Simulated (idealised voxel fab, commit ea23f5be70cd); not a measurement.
The document below concerns the process module designated voxel transistor to metal.
Cross-section cut spans 265 nm and uses square cells 5 nm in size.
How to read a cross-section here: the picture is a grid of square cells, written as bands going from the top down, and any band can span one or more rows of cells. Band: top height; bottom height; in nm. Then, left to right: material with width in nm, for each material. "edge to edge": a single material spanning edge to edge. "air": empty space. Below 0: as-received wafer, all one material; heights counted from there. Lowest band: no bottom, goes on down, written "0 -> down". A two-number width, for instance "30->40", indicates that the width is equal to the first number in the top row of the band and to the second number in the bottom row, and that it changes by a constant amount per row of cells. Where a step carries "everything unchanged", the cross-section came out of it unchanged, cell for cell. If an empty space has no open way to the top and is at least 8 cells in size, "Catalogued sealed voids" lists it, written width x height at distance, where distance is measured from the left edge and every value is in nm. If you see something after the settings on a step's line, that's the simulator's own remark about that step. The line of a step may include "overlay nm". On a step with a mask, this value is how far to the right of its planned place the mask lay. A negative value means the mask lay to the left.

## Below is the list of planned process steps
| 1 | op RECEIVE | material Si |
| 2 | op CONFORMAL_DEP | material SiO2 | thk nm 5 |
| 3 | op CONFORMAL_DEP | material SiN | thk nm 10 |
| 4 | op PATTERN | tone cover | mask id ACTIVE | material resist | width nm 100 | pitch nm 125 | thk nm 20 | overlay nm 0 |
| 5 | op DIRECTIONAL_ETCH | etch materials SiN | depth nm 10 |
| 6 | op DIRECTIONAL_ETCH | etch materials SiO2 | depth nm 5 |
| 7 | op DIRECTIONAL_ETCH | etch materials Si | depth nm 25 |
| 8 | op STRIP | etch materials resist |
| 9 | op OXIDIZE | depth nm 5 |
| 10 | op FILL_DEP | material SiO2 | thk nm 5 |
| 11 | op CMP | height nm 15 |
| 12 | op SELECTIVE_ETCH | etch materials SiO2 | depth nm 10 |
| 13 | op STRIP | etch materials SiN |
| 14 | op SELECTIVE_ETCH | etch materials SiO2 | depth nm 5 |
| 15 | op OXIDIZE | depth nm 5 |
| 16 | op DIRECTIONAL_DEP | material polySi | thk nm 30 |
| 17 | op DIRECTIONAL_DEP | material SiCN | thk nm 15 |
| 18 | op DIRECTIONAL_DEP | material aC | thk nm 15 |
| 19 | op PATTERN | tone cover | mask id GATE | material resist | width nm 20 | pitch nm 125 | thk nm 30 | overlay nm 0 |
| 20 | op DIRECTIONAL_ETCH | etch materials aC | depth nm 15 |
| 21 | op STRIP | etch materials resist |
| 22 | op DIRECTIONAL_ETCH | etch materials SiCN | depth nm 25 |
| 23 | op DIRECTIONAL_ETCH | etch materials polySi | depth nm 40 |
| 24 | op STRIP | etch materials aC |
| 25 | op CONFORMAL_DEP | material SiN | thk nm 10 |
| 26 | op DIRECTIONAL_ETCH | etch materials SiN | depth nm 10 |
| 27 | op DIRECTIONAL_ETCH | etch materials SiO2 | depth nm 5 |
| 28 | op DIRECTIONAL_ETCH | etch materials Si | depth nm 10 |
| 29 | op EPI | material SiGe | thk nm 15 |
| 30 | op FILL_DEP | material SiO2 | thk nm 5 |
| 31 | op CMP | height nm 45 |
| 32 | op DIRECTIONAL_DEP | material SiO2 | thk nm 15 |
| 33 | op DIRECTIONAL_DEP | material aC | thk nm 15 |
| 34 | op PATTERN | tone open | mask id CONTACT | material resist | width nm 20 | thk nm 35 | overlay nm 0 |
| 35 | op DIRECTIONAL_ETCH | etch materials aC | depth nm 15 |
| 36 | op STRIP | etch materials resist |
| 37 | op DIRECTIONAL_ETCH | etch materials SiO2 | depth nm 60 |
| 38 | op STRIP | etch materials aC |
| 39 | op CONFORMAL_DEP | material TiN | thk nm 5 |
| 40 | op FILL_DEP | material Ru | thk nm 10 |
| 41 | op CMP | height nm 60 |
| 42 | op CONFORMAL_DEP | material SiN | thk nm 5 |
| 43 | op DIRECTIONAL_DEP | material lowk | thk nm 20 |
| 44 | op PATTERN | tone open | mask id METAL_1 | material resist | width nm 20 | thk nm 20 | overlay nm 0 |
| 45 | op DIRECTIONAL_ETCH | etch materials lowk | depth nm 20 |
| 46 | op DIRECTIONAL_ETCH | etch materials SiN | depth nm 5 |
| 47 | op STRIP | etch materials resist |
| 48 | op CONFORMAL_DEP | material TiN | thk nm 5 |
| 49 | op FILL_DEP | material Ru | thk nm 5 |
| 50 | op CMP | height nm 85 |
| 51 | op CONFORMAL_DEP | material SiCN | thk nm 5 |
| 52 | op DIRECTIONAL_DEP | material lowk | thk nm 25 |
| 53 | op DIRECTIONAL_DEP | material aC | thk nm 15 |
| 54 | op PATTERN | tone open | mask id METAL_2_HOLES | material resist | width nm 15 | pitch nm 125 | thk nm 35 | overlay nm 0 |
| 55 | op DIRECTIONAL_ETCH | etch materials aC | depth nm 15 |
| 56 | op STRIP | etch materials resist |
| 57 | op DIRECTIONAL_ETCH | etch materials lowk | depth nm 25 |
| 58 | op STRIP | etch materials aC |
| 59 | op PATTERN | tone open | mask id METAL_2 | material resist | width nm 20 | pitch nm 125 | thk nm 20 | overlay nm 0 |
| 60 | op DIRECTIONAL_ETCH | etch materials lowk | depth nm 15 |
| 61 | op DIRECTIONAL_ETCH | etch materials SiCN | depth nm 5 |
| 62 | op STRIP | etch materials resist |
| 63 | op CONFORMAL_DEP | material TiN | thk nm 5 |
| 64 | op FILL_DEP | material Ru | thk nm 10 |
| 65 | op CMP | height nm 115 |
| 66 | op CONFORMAL_DEP | material SiN | thk nm 5 |

## The first of a set of two wafers, run to plan

## The cross-section here shows the wafer as received, i.e. in its state after step 1
- 0 -> down | Si edge to edge
- Catalogued sealed voids: none

## Cross-section of the wafer subsequent to step 2
- 5 -> 0 | SiO2 edge to edge
- Below 0, no change.

## Cross-section of the wafer subsequent to step 3
- 15 -> 5 | SiN edge to edge
- Below 5, no change.

## Cross-section of the wafer subsequent to step 4
- 35 -> 15 | air (20) / resist (100) / air (25) / resist (100) / air (20)
- Below 15, no change.

## Cross-section of the wafer subsequent to step 5
- 35 -> 15 | air (20) / resist (100) / air (25) / resist (100) / air (20)
- 15 -> 5 | air (20) / SiN (100) / air (25) / SiN (100) / air (20)
- Below 5, no change.

## Cross-section of the wafer subsequent to step 6
- 35 -> 15 | air (20) / resist (100) / air (25) / resist (100) / air (20)
- 15 -> 5 | air (20) / SiN (100) / air (25) / SiN (100) / air (20)
- 5 -> 0 | air (20) / SiO2 (100) / air (25) / SiO2 (100) / air (20)
- Below 0, no change.

## Cross-section of the wafer subsequent to step 7
- 35 -> 15 | air (20) / resist (100) / air (25) / resist (100) / air (20)
- 15 -> 5 | air (20) / SiN (100) / air (25) / SiN (100) / air (20)
- 5 -> 0 | air (20) / SiO2 (100) / air (25) / SiO2 (100) / air (20)
- 0 -> -25 | air (20) / Si (100) / air (25) / Si (100) / air (20)
- Below -25, no change.

## Cross-section of the wafer subsequent to step 8
- 15 -> 5 | air (20) / SiN (100) / air (25) / SiN (100) / air (20)
- Below 5, no change.

## Cross-section of the wafer subsequent to step 9
- 15 -> 5 | air (20) / SiN (100) / air (25) / SiN (100) / air (20)
- 5 -> 0 | air (20) / SiO2 (100) / air (25) / SiO2 (100) / air (20)
- 0 -> -25 | air (20) / SiO2 (5) / Si (90) / SiO2 (5) / air (25) / SiO2 (5) / Si (90) / SiO2 (5) / air (20)
- -25 -> -30 | SiO2 (25) / Si (90) / SiO2 (35) / Si (90) / SiO2 (25)
- Below -30, no change.

## Cross-section of the wafer subsequent to step 10
- 20 -> 15 | SiO2 edge to edge
- 15 -> 5 | SiO2 (20) / SiN (100) / SiO2 (25) / SiN (100) / SiO2 (20)
- 5 -> 0 | SiO2 edge to edge
- 0 -> -30 | SiO2 (25) / Si (90) / SiO2 (35) / Si (90) / SiO2 (25)
- Below -30, no change.

## Cross-section of the wafer subsequent to step 11
- 15 -> 5 | SiO2 (20) / SiN (100) / SiO2 (25) / SiN (100) / SiO2 (20)
- Below 5, no change.

## Cross-section of the wafer subsequent to step 12
- 15 -> 5 | air (20) / SiN (100) / air (25) / SiN (100) / air (20)
- Below 5, no change.

## Cross-section of the wafer subsequent to step 13
- 5 -> 0 | SiO2 edge to edge
- Below 0, no change.

## Cross-section of the wafer subsequent to step 14
- 0 -> -30 | SiO2 (25) / Si (90) / SiO2 (35) / Si (90) / SiO2 (25)
- Below -30, no change.

## Cross-section of the wafer subsequent to step 15
- 0 -> -5 | SiO2 edge to edge
- Below -5, no change.

## Cross-section of the wafer subsequent to step 16
- 30 -> 0 | polySi edge to edge
- Below 0, no change.

## Cross-section of the wafer subsequent to step 17
- 45 -> 30 | SiCN edge to edge
- Below 30, no change.

## Cross-section of the wafer subsequent to step 18
- 60 -> 45 | aC edge to edge
- Below 45, no change.

## Cross-section of the wafer subsequent to step 19
- 90 -> 60 | air (60) / resist (20) / air (105) / resist (20) / air (60)
- Below 60, no change.

## Cross-section of the wafer subsequent to step 20
- 75 -> 60 | air (60) / resist (20) / air (105) / resist (20) / air (60)
- 60 -> 45 | air (60) / aC (20) / air (105) / aC (20) / air (60)
- Below 45, no change.

## Cross-section of the wafer subsequent to step 21
- 60 -> 45 | air (60) / aC (20) / air (105) / aC (20) / air (60)
- Below 45, no change.

## Cross-section of the wafer subsequent to step 22
- 60 -> 45 | air (60) / aC (20) / air (105) / aC (20) / air (60)
- 45 -> 30 | air (60) / SiCN (20) / air (105) / SiCN (20) / air (60)
- Below 30, no change.

## Cross-section of the wafer subsequent to step 23
- 60 -> 45 | air (60) / aC (20) / air (105) / aC (20) / air (60)
- 45 -> 30 | air (60) / SiCN (20) / air (105) / SiCN (20) / air (60)
- 30 -> 0 | air (60) / polySi (20) / air (105) / polySi (20) / air (60)
- Below 0, no change.

## Cross-section of the wafer subsequent to step 24
- 45 -> 30 | air (60) / SiCN (20) / air (105) / SiCN (20) / air (60)
- Below 30, no change.

## Cross-section of the wafer subsequent to step 25
- 55 -> 45 | air (50) / SiN (40) / air (85) / SiN (40) / air (50)
- 45 -> 30 | air (50) / SiN (10) / SiCN (20) / SiN (10) / air (85) / SiN (10) / SiCN (20) / SiN (10) / air (50)
- 30 -> 10 | air (50) / SiN (10) / polySi (20) / SiN (10) / air (85) / SiN (10) / polySi (20) / SiN (10) / air (50)
- 10 -> 0 | SiN (60) / polySi (20) / SiN (105) / polySi (20) / SiN (60)
- Below 0, no change.

## Cross-section of the wafer subsequent to step 26
- 45 -> 30 | air (50) / SiN (10) / SiCN (20) / SiN (10) / air (85) / SiN (10) / SiCN (20) / SiN (10) / air (50)
- 30 -> 0 | air (50) / SiN (10) / polySi (20) / SiN (10) / air (85) / SiN (10) / polySi (20) / SiN (10) / air (50)
- Below 0, no change.

## Cross-section of the wafer subsequent to step 27
- 45 -> 30 | air (50) / SiN (10) / SiCN (20) / SiN (10) / air (85) / SiN (10) / SiCN (20) / SiN (10) / air (50)
- 30 -> 0 | air (50) / SiN (10) / polySi (20) / SiN (10) / air (85) / SiN (10) / polySi (20) / SiN (10) / air (50)
- 0 -> -5 | air (50) / SiO2 (40) / air (85) / SiO2 (40) / air (50)
- Below -5, no change.

## Cross-section of the wafer subsequent to step 28
- 45 -> 30 | air (50) / SiN (10) / SiCN (20) / SiN (10) / air (85) / SiN (10) / SiCN (20) / SiN (10) / air (50)
- 30 -> 0 | air (50) / SiN (10) / polySi (20) / SiN (10) / air (85) / SiN (10) / polySi (20) / SiN (10) / air (50)
- 0 -> -5 | air (50) / SiO2 (40) / air (85) / SiO2 (40) / air (50)
- -5 -> -15 | SiO2 (25) / air (25) / Si (40) / air (25) / SiO2 (35) / air (25) / Si (40) / air (25) / SiO2 (25)
- Below -15, no change.

## Cross-section of the wafer subsequent to step 29
- 45 -> 30 | air (50) / SiN (10) / SiCN (20) / SiN (10) / air (85) / SiN (10) / SiCN (20) / SiN (10) / air (50)
- 30 -> 10 | air (50) / SiN (10) / polySi (20) / SiN (10) / air (85) / SiN (10) / polySi (20) / SiN (10) / air (50)
- 10 -> 0 | air (35) / SiGe (15) / SiN (10) / polySi (20) / SiN (10) / SiGe (15) / air (55) / SiGe (15) / SiN (10) / polySi (20) / SiN (10) / SiGe (15) / air (35)
- 0 -> -5 | air (20) / SiGe (30) / SiO2 (40) / SiGe (30) / air (25) / SiGe (30) / SiO2 (40) / SiGe (30) / air (20)
- -5 -> -15 | SiO2 (25) / SiGe (25) / Si (40) / SiGe (25) / SiO2 (35) / SiGe (25) / Si (40) / SiGe (25) / SiO2 (25)
- Below -15, no change.

## Cross-section of the wafer subsequent to step 30
- 50 -> 45 | SiO2 edge to edge
- 45 -> 30 | SiO2 (50) / SiN (10) / SiCN (20) / SiN (10) / SiO2 (85) / SiN (10) / SiCN (20) / SiN (10) / SiO2 (50)
- 30 -> 10 | SiO2 (50) / SiN (10) / polySi (20) / SiN (10) / SiO2 (85) / SiN (10) / polySi (20) / SiN (10) / SiO2 (50)
- 10 -> 0 | SiO2 (35) / SiGe (15) / SiN (10) / polySi (20) / SiN (10) / SiGe (15) / SiO2 (55) / SiGe (15) / SiN (10) / polySi (20) / SiN (10) / SiGe (15) / SiO2 (35)
- 0 -> -5 | SiO2 (20) / SiGe (30) / SiO2 (40) / SiGe (30) / SiO2 (25) / SiGe (30) / SiO2 (40) / SiGe (30) / SiO2 (20)
- Below -5, no change.

## Cross-section of the wafer subsequent to step 31
- 45 -> 30 | SiO2 (50) / SiN (10) / SiCN (20) / SiN (10) / SiO2 (85) / SiN (10) / SiCN (20) / SiN (10) / SiO2 (50)
- Below 30, no change.

## Cross-section of the wafer subsequent to step 32
- 60 -> 45 | SiO2 edge to edge
- Below 45, no change.

## Cross-section of the wafer subsequent to step 33
- 75 -> 60 | aC edge to edge
- Below 60, no change.

## Cross-section of the wafer subsequent to step 34
- 110 -> 75 | resist (25) / air (20) / resist (50) / air (20) / resist (35) / air (20) / resist (50) / air (20) / resist (25)
- Below 75, no change.

## Cross-section of the wafer subsequent to step 35
- 95 -> 75 | resist (25) / air (20) / resist (50) / air (20) / resist (35) / air (20) / resist (50) / air (20) / resist (25)
- 75 -> 60 | aC (25) / air (20) / aC (50) / air (20) / aC (35) / air (20) / aC (50) / air (20) / aC (25)
- Below 60, no change.

## Cross-section of the wafer subsequent to step 36
- 75 -> 60 | aC (25) / air (20) / aC (50) / air (20) / aC (35) / air (20) / aC (50) / air (20) / aC (25)
- Below 60, no change.

## Cross-section of the wafer subsequent to step 37
- 75 -> 60 | aC (25) / air (20) / aC (50) / air (20) / aC (35) / air (20) / aC (50) / air (20) / aC (25)
- 60 -> 45 | SiO2 (25) / air (20) / SiO2 (50) / air (20) / SiO2 (35) / air (20) / SiO2 (50) / air (20) / SiO2 (25)
- 45 -> 30 | SiO2 (25) / air (20) / SiO2 (5) / SiN (10) / SiCN (20) / SiN (10) / SiO2 (5) / air (20) / SiO2 (35) / air (20) / SiO2 (5) / SiN (10) / SiCN (20) / SiN (10) / SiO2 (5) / air (20) / SiO2 (25)
- 30 -> 10 | SiO2 (25) / air (20) / SiO2 (5) / SiN (10) / polySi (20) / SiN (10) / SiO2 (5) / air (20) / SiO2 (35) / air (20) / SiO2 (5) / SiN (10) / polySi (20) / SiN (10) / SiO2 (5) / air (20) / SiO2 (25)
- 10 -> 0 | SiO2 (25) / air (10) / SiGe (15) / SiN (10) / polySi (20) / SiN (10) / SiGe (15) / air (10) / SiO2 (35) / air (10) / SiGe (15) / SiN (10) / polySi (20) / SiN (10) / SiGe (15) / air (10) / SiO2 (25)
- Below 0, no change.

## Cross-section of the wafer subsequent to step 38
- 60 -> 45 | SiO2 (25) / air (20) / SiO2 (50) / air (20) / SiO2 (35) / air (20) / SiO2 (50) / air (20) / SiO2 (25)
- Below 45, no change.

## Cross-section of the wafer subsequent to step 39
- 65 -> 60 | TiN (30) / air (10) / TiN (60) / air (10) / TiN (45) / air (10) / TiN (60) / air (10) / TiN (30)
- 60 -> 45 | SiO2 (25) / TiN (5) / air (10) / TiN (5) / SiO2 (50) / TiN (5) / air (10) / TiN (5) / SiO2 (35) / TiN (5) / air (10) / TiN (5) / SiO2 (50) / TiN (5) / air (10) / TiN (5) / SiO2 (25)
- 45 -> 30 | SiO2 (25) / TiN (5) / air (10) / TiN (5) / SiO2 (5) / SiN (10) / SiCN (20) / SiN (10) / SiO2 (5) / TiN (5) / air (10) / TiN (5) / SiO2 (35) / TiN (5) / air (10) / TiN (5) / SiO2 (5) / SiN (10) / SiCN (20) / SiN (10) / SiO2 (5) / TiN (5) / air (10) / TiN (5) / SiO2 (25)
- 30 -> 15 | SiO2 (25) / TiN (5) / air (10) / TiN (5) / SiO2 (5) / SiN (10) / polySi (20) / SiN (10) / SiO2 (5) / TiN (5) / air (10) / TiN (5) / SiO2 (35) / TiN (5) / air (10) / TiN (5) / SiO2 (5) / SiN (10) / polySi (20) / SiN (10) / SiO2 (5) / TiN (5) / air (10) / TiN (5) / SiO2 (25)
- 15 -> 10 | SiO2 (25) / TiN (20) / SiO2 (5) / SiN (10) / polySi (20) / SiN (10) / SiO2 (5) / TiN (20) / SiO2 (35) / TiN (20) / SiO2 (5) / SiN (10) / polySi (20) / SiN (10) / SiO2 (5) / TiN (20) / SiO2 (25)
- 10 -> 0 | SiO2 (25) / TiN (10) / SiGe (15) / SiN (10) / polySi (20) / SiN (10) / SiGe (15) / TiN (10) / SiO2 (35) / TiN (10) / SiGe (15) / SiN (10) / polySi (20) / SiN (10) / SiGe (15) / TiN (10) / SiO2 (25)
- Below 0, no change.

## Cross-section of the wafer subsequent to step 40
- 75 -> 65 | Ru edge to edge
- 65 -> 60 | TiN (30) / Ru (10) / TiN (60) / Ru (10) / TiN (45) / Ru (10) / TiN (60) / Ru (10) / TiN (30)
- 60 -> 45 | SiO2 (25) / TiN (5) / Ru (10) / TiN (5) / SiO2 (50) / TiN (5) / Ru (10) / TiN (5) / SiO2 (35) / TiN (5) / Ru (10) / TiN (5) / SiO2 (50) / TiN (5) / Ru (10) / TiN (5) / SiO2 (25)
- 45 -> 30 | SiO2 (25) / TiN (5) / Ru (10) / TiN (5) / SiO2 (5) / SiN (10) / SiCN (20) / SiN (10) / SiO2 (5) / TiN (5) / Ru (10) / TiN (5) / SiO2 (35) / TiN (5) / Ru (10) / TiN (5) / SiO2 (5) / SiN (10) / SiCN (20) / SiN (10) / SiO2 (5) / TiN (5) / Ru (10) / TiN (5) / SiO2 (25)
- 30 -> 15 | SiO2 (25) / TiN (5) / Ru (10) / TiN (5) / SiO2 (5) / SiN (10) / polySi (20) / SiN (10) / SiO2 (5) / TiN (5) / Ru (10) / TiN (5) / SiO2 (35) / TiN (5) / Ru (10) / TiN (5) / SiO2 (5) / SiN (10) / polySi (20) / SiN (10) / SiO2 (5) / TiN (5) / Ru (10) / TiN (5) / SiO2 (25)
- Below 15, no change.

## Cross-section of the wafer subsequent to step 41
- 60 -> 45 | SiO2 (25) / TiN (5) / Ru (10) / TiN (5) / SiO2 (50) / TiN (5) / Ru (10) / TiN (5) / SiO2 (35) / TiN (5) / Ru (10) / TiN (5) / SiO2 (50) / TiN (5) / Ru (10) / TiN (5) / SiO2 (25)
- Below 45, no change.

## Cross-section of the wafer subsequent to step 42
- 65 -> 60 | SiN edge to edge
- Below 60, no change.

## Cross-section of the wafer subsequent to step 43
- 85 -> 65 | lowk edge to edge
- Below 65, no change.

## Cross-section of the wafer subsequent to step 44
- 105 -> 85 | resist (25) / air (20) / resist (50) / air (20) / resist (35) / air (20) / resist (50) / air (20) / resist (25)
- Below 85, no change.

## Cross-section of the wafer subsequent to step 45
- 105 -> 85 | resist (25) / air (20) / resist (50) / air (20) / resist (35) / air (20) / resist (50) / air (20) / resist (25)
- 85 -> 65 | lowk (25) / air (20) / lowk (50) / air (20) / lowk (35) / air (20) / lowk (50) / air (20) / lowk (25)
- Below 65, no change.

## Cross-section of the wafer subsequent to step 46
- 105 -> 85 | resist (25) / air (20) / resist (50) / air (20) / resist (35) / air (20) / resist (50) / air (20) / resist (25)
- 85 -> 65 | lowk (25) / air (20) / lowk (50) / air (20) / lowk (35) / air (20) / lowk (50) / air (20) / lowk (25)
- 65 -> 60 | SiN (25) / air (20) / SiN (50) / air (20) / SiN (35) / air (20) / SiN (50) / air (20) / SiN (25)
- Below 60, no change.

## Cross-section of the wafer subsequent to step 47
- 85 -> 65 | lowk (25) / air (20) / lowk (50) / air (20) / lowk (35) / air (20) / lowk (50) / air (20) / lowk (25)
- Below 65, no change.

## Cross-section of the wafer subsequent to step 48
- 90 -> 85 | TiN (30) / air (10) / TiN (60) / air (10) / TiN (45) / air (10) / TiN (60) / air (10) / TiN (30)
- 85 -> 65 | lowk (25) / TiN (5) / air (10) / TiN (5) / lowk (50) / TiN (5) / air (10) / TiN (5) / lowk (35) / TiN (5) / air (10) / TiN (5) / lowk (50) / TiN (5) / air (10) / TiN (5) / lowk (25)
- 65 -> 60 | SiN (25) / TiN (20) / SiN (50) / TiN (20) / SiN (35) / TiN (20) / SiN (50) / TiN (20) / SiN (25)
- Below 60, no change.

## Cross-section of the wafer subsequent to step 49
- 95 -> 90 | Ru edge to edge
- 90 -> 85 | TiN (30) / Ru (10) / TiN (60) / Ru (10) / TiN (45) / Ru (10) / TiN (60) / Ru (10) / TiN (30)
- 85 -> 65 | lowk (25) / TiN (5) / Ru (10) / TiN (5) / lowk (50) / TiN (5) / Ru (10) / TiN (5) / lowk (35) / TiN (5) / Ru (10) / TiN (5) / lowk (50) / TiN (5) / Ru (10) / TiN (5) / lowk (25)
- Below 65, no change.

## Cross-section of the wafer subsequent to step 50
- 85 -> 65 | lowk (25) / TiN (5) / Ru (10) / TiN (5) / lowk (50) / TiN (5) / Ru (10) / TiN (5) / lowk (35) / TiN (5) / Ru (10) / TiN (5) / lowk (50) / TiN (5) / Ru (10) / TiN (5) / lowk (25)
- Below 65, no change.

## Cross-section of the wafer subsequent to step 51
- 90 -> 85 | SiCN edge to edge
- Below 85, no change.

## Cross-section of the wafer subsequent to step 52
- 115 -> 90 | lowk edge to edge
- Below 90, no change.

## Cross-section of the wafer subsequent to step 53
- 130 -> 115 | aC edge to edge
- Below 115, no change.

## Cross-section of the wafer subsequent to step 54
- 165 -> 130 | resist (25) / air (15) / resist (110) / air (15) / resist (100)
- Below 130, no change.

## Cross-section of the wafer subsequent to step 55
- 150 -> 130 | resist (25) / air (15) / resist (110) / air (15) / resist (100)
- 130 -> 115 | aC (25) / air (15) / aC (110) / air (15) / aC (100)
- Below 115, no change.

## Cross-section of the wafer subsequent to step 56
- 130 -> 115 | aC (25) / air (15) / aC (110) / air (15) / aC (100)
- Below 115, no change.

## Cross-section of the wafer subsequent to step 57
- 130 -> 115 | aC (25) / air (15) / aC (110) / air (15) / aC (100)
- 115 -> 90 | lowk (25) / air (15) / lowk (110) / air (15) / lowk (100)
- Below 90, no change.

## Cross-section of the wafer subsequent to step 58
- 115 -> 90 | lowk (25) / air (15) / lowk (110) / air (15) / lowk (100)
- Below 90, no change.

## Cross-section of the wafer subsequent to step 59
- 135 -> 115 | resist (25) / air (20) / resist (105) / air (20) / resist (95)
- Below 115, no change.

## Cross-section of the wafer subsequent to step 60
- 135 -> 115 | resist (25) / air (20) / resist (105) / air (20) / resist (95)
- 115 -> 100 | lowk (25) / air (20) / lowk (105) / air (20) / lowk (95)
- Below 100, no change.

## Cross-section of the wafer subsequent to step 61
- 135 -> 115 | resist (25) / air (20) / resist (105) / air (20) / resist (95)
- 115 -> 100 | lowk (25) / air (20) / lowk (105) / air (20) / lowk (95)
- 100 -> 90 | lowk (25) / air (15) / lowk (110) / air (15) / lowk (100)
- 90 -> 85 | SiCN (25) / air (15) / SiCN (110) / air (15) / SiCN (100)
- Below 85, no change.

## Cross-section of the wafer subsequent to step 62
- 115 -> 100 | lowk (25) / air (20) / lowk (105) / air (20) / lowk (95)
- Below 100, no change.

## Cross-section of the wafer subsequent to step 63
- 120 -> 115 | TiN (30) / air (10) / TiN (115) / air (10) / TiN (100)
- 115 -> 105 | lowk (25) / TiN (5) / air (10) / TiN (5) / lowk (105) / TiN (5) / air (10) / TiN (5) / lowk (95)
- 105 -> 100 | lowk (25) / TiN (5) / air (5) / TiN (10) / lowk (105) / TiN (5) / air (5) / TiN (10) / lowk (95)
- 100 -> 90 | lowk (25) / TiN (5) / air (5) / TiN (5) / lowk (110) / TiN (5) / air (5) / TiN (5) / lowk (100)
- 90 -> 85 | SiCN (25) / TiN (15) / SiCN (110) / TiN (15) / SiCN (100)
- Below 85, no change.

## Cross-section of the wafer subsequent to step 64
- 130 -> 120 | Ru edge to edge
- 120 -> 115 | TiN (30) / Ru (10) / TiN (115) / Ru (10) / TiN (100)
- 115 -> 105 | lowk (25) / TiN (5) / Ru (10) / TiN (5) / lowk (105) / TiN (5) / Ru (10) / TiN (5) / lowk (95)
- 105 -> 100 | lowk (25) / TiN (5) / Ru (5) / TiN (10) / lowk (105) / TiN (5) / Ru (5) / TiN (10) / lowk (95)
- 100 -> 90 | lowk (25) / TiN (5) / Ru (5) / TiN (5) / lowk (110) / TiN (5) / Ru (5) / TiN (5) / lowk (100)
- Below 90, no change.

## Cross-section of the wafer subsequent to step 65
- 115 -> 105 | lowk (25) / TiN (5) / Ru (10) / TiN (5) / lowk (105) / TiN (5) / Ru (10) / TiN (5) / lowk (95)
- Below 105, no change.

## Cross-section of the wafer subsequent to step 66
- 120 -> 115 | SiN edge to edge
- Below 115, no change.

## Second wafer. Start and plan as for the first. One mistake made in running. Agrees with the first up to and including step 64

Second wafer profile in section, at the moment step 65 of the plan was meant to be complete: everything unchanged

## Second wafer profile in section, at the moment step 66 of the plan was meant to be complete
- 135 -> 130 | SiN edge to edge
- Below 130, no change.
Want to know what went wrong? step 65 of the plan was jumped over and never run
Upon completion, the second wafer contains, in terms of cells, a greater or smaller amount of certain materials than the first wafer: Ru +110 | TiN +49
